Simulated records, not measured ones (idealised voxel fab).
The following is a process module called voxel ribs on slabs.
Displayed cross-section: cut, width of 155 nm, square cells sized 5 nm.
A cross-section is a grid of square cells, given in bands from the top down. A band is one or more rows of cells. Top, bottom (nm), then materials left to right with widths (nm); lone material tagged "throughout" fills the whole band edge to edge; "air" = empty space. Ref level 0: as-received wafer is one material below here. Bottom band extends down with no lower bound ("0 and below"). Note: "30->40" means the width goes from the first number (top row of the band) to the second number (bottom row) in equal steps per row of cells. "same as before" means the step left every cell of the cross-section as it was. Under "Closed void table" you'll find the enclosed gaps, the ones with no way out to the top, that are 8 cells or bigger; each reads width x height at distance, with distance counted from the left edge, everything in nm. Heads up: the bit after the settings on a step's line is the simulator's remark on that step. The setting "overlay nm" may be written on the line of a step. When the step uses a mask, the value reports how far to the right of the planned place the mask lay, and a negative value reports that it lay to the left.
Steps planned for the process:
1 RECEIVE, material Si
2 DIRECTIONAL_DEP, material SiO2, thk nm 20
3 DIRECTIONAL_DEP, material polySi, thk nm 20
4 PATTERN, tone cover, mask id RIB, material resist, width nm 20, thk nm 20, overlay nm 0
5 DIRECTIONAL_ETCH, etch materials polySi, depth nm 15
6 STRIP, etch materials resist
7 PATTERN, tone cover, mask id SLAB, material resist, width nm 60, thk nm 20, overlay nm 0
8 DIRECTIONAL_ETCH, etch materials polySi, depth nm 5
9 STRIP, etch materials resist
10 FILL_DEP, material SiO2, thk nm 25
11 CMP, height nm 60
12 DIRECTIONAL_DEP, material W, thk nm 5
13 PATTERN, tone cover, mask id HEATER, material resist, width nm 30, thk nm 15, overlay nm 0
14 DIRECTIONAL_ETCH, etch materials W, depth nm 5
15 STRIP, etch materials resist
16 CONFORMAL_DEP, material SiO2, thk nm 5
First wafer out of two, processed as planned:
Wafer cross-section on receipt, i.e. after step 1:
* 0 and below  Si throughout
* Closed void table: none
Once step 2 is through, the wafer looks like this in cross-section:
* 20 down to 0  SiO2 throughout
* Everything under 0 stays put, no change at all.
Once step 3 is through, the wafer looks like this in cross-section:
* 40 down to 20  polySi throughout
* Everything under 20 stays put, no change at all.
Once step 4 is through, the wafer looks like this in cross-section:
* 60 down to 40  air (65) / resist (20) / air (70)
* Everything under 40 stays put, no change at all.
Once step 5 is through, the wafer looks like this in cross-section:
* 60 down to 40  air (65) / resist (20) / air (70)
* 40 down to 25  air (65) / polySi (20) / air (70)
* Everything under 25 stays put, no change at all.
Once step 6 is through, the wafer looks like this in cross-section:
* 40 down to 25  air (65) / polySi (20) / air (70)
* Everything under 25 stays put, no change at all.
Once step 7 is through, the wafer looks like this in cross-section:
* 60 down to 40  air (45) / resist (60) / air (50)
* 40 down to 25  air (45) / resist (20) / polySi (20) / resist (20) / air (50)
* Everything under 25 stays put, no change at all.
Once step 8 is through, the wafer looks like this in cross-section:
* 60 down to 40  air (45) / resist (60) / air (50)
* 40 down to 25  air (45) / resist (20) / polySi (20) / resist (20) / air (50)
* 25 down to 20  air (45) / polySi (60) / air (50)
* Everything under 20 stays put, no change at all.
Once step 9 is through, the wafer looks like this in cross-section:
* 40 down to 25  air (65) / polySi (20) / air (70)
* Everything under 25 stays put, no change at all.
Once step 10 is through, the wafer looks like this in cross-section:
* 65 down to 40  SiO2 throughout
* 40 down to 25  SiO2 (65) / polySi (20) / SiO2 (70)
* 25 down to 20  SiO2 (45) / polySi (60) / SiO2 (50)
* Everything under 20 stays put, no change at all.
Once step 11 is through, the wafer looks like this in cross-section:
* 60 down to 40  SiO2 throughout
* Everything under 40 stays put, no change at all.
Once step 12 is through, the wafer looks like this in cross-section:
* 65 down to 60  W throughout
* Everything under 60 stays put, no change at all.
Once step 13 is through, the wafer looks like this in cross-section:
* 80 down to 65  air (60) / resist (30) / air (65)
* Everything under 65 stays put, no change at all.
Once step 14 is through, the wafer looks like this in cross-section:
* 80 down to 65  air (60) / resist (30) / air (65)
* 65 down to 60  air (60) / W (30) / air (65)
* Everything under 60 stays put, no change at all.
Once step 15 is through, the wafer looks like this in cross-section:
* 65 down to 60  air (60) / W (30) / air (65)
* Everything under 60 stays put, no change at all.
Once step 16 is through, the wafer looks like this in cross-section:
* 70 down to 65  air (55) / SiO2 (40) / air (60)
* 65 down to 60  SiO2 (60) / W (30) / SiO2 (65)
* Everything under 60 stays put, no change at all.
The Second Wafer: Common Origin and Plan, One Mistake in Execution, Identical to the First Through Step 1:
when step 2 should have ended:
* 20 down to 0  polySi throughout
* Everything under 0 stays put, no change at all.
when step 3 should have ended:
* 40 down to 20  SiO2 throughout
* Everything under 20 stays put, no change at all.
when step 4 should have ended:
* 60 down to 40  air (65) / resist (20) / air (70)
* Everything under 40 stays put, no change at all.
when step 5 should have ended: same as before
when step 6 should have ended:
* 40 down to 20  SiO2 throughout
* Everything under 20 stays put, no change at all.
when step 7 should have ended:
* 60 down to 40  air (45) / resist (60) / air (50)
* Everything under 40 stays put, no change at all.
when step 8 should have ended: same as before
when step 9 should have ended:
* 40 down to 20  SiO2 throughout
* Everything under 20 stays put, no change at all.
when step 10 should have ended:
* 65 down to 20  SiO2 throughout
* Everything under 20 stays put, no change at all.
when step 11 should have ended:
* 60 down to 20  SiO2 throughout
* Everything under 20 stays put, no change at all.
when step 12 should have ended:
* 65 down to 60  W throughout
* Everything under 60 stays put, no change at all.
when step 13 should have ended:
* 80 down to 65  air (60) / resist (30) / air (65)
* Everything under 65 stays put, no change at all.
when step 14 should have ended:
* 80 down to 65  air (60) / resist (30) / air (65)
* 65 down to 60  air (60) / W (30) / air (65)
* Everything under 60 stays put, no change at all.
when step 15 should have ended:
* 65 down to 60  air (60) / W (30) / air (65)
* Everything under 60 stays put, no change at all.
when step 16 should have ended:
* 70 down to 65  air (55) / SiO2 (40) / air (60)
* 65 down to 60  SiO2 (60) / W (30) / SiO2 (65)
* Everything under 60 stays put, no change at all.
It is concluded that the wafer was processed incorrectly with respect to the plan, in that steps 2 and 3 swapped
Cell-count delta at end, second wafer over first, by material: -100 SiO2; +100 polySi
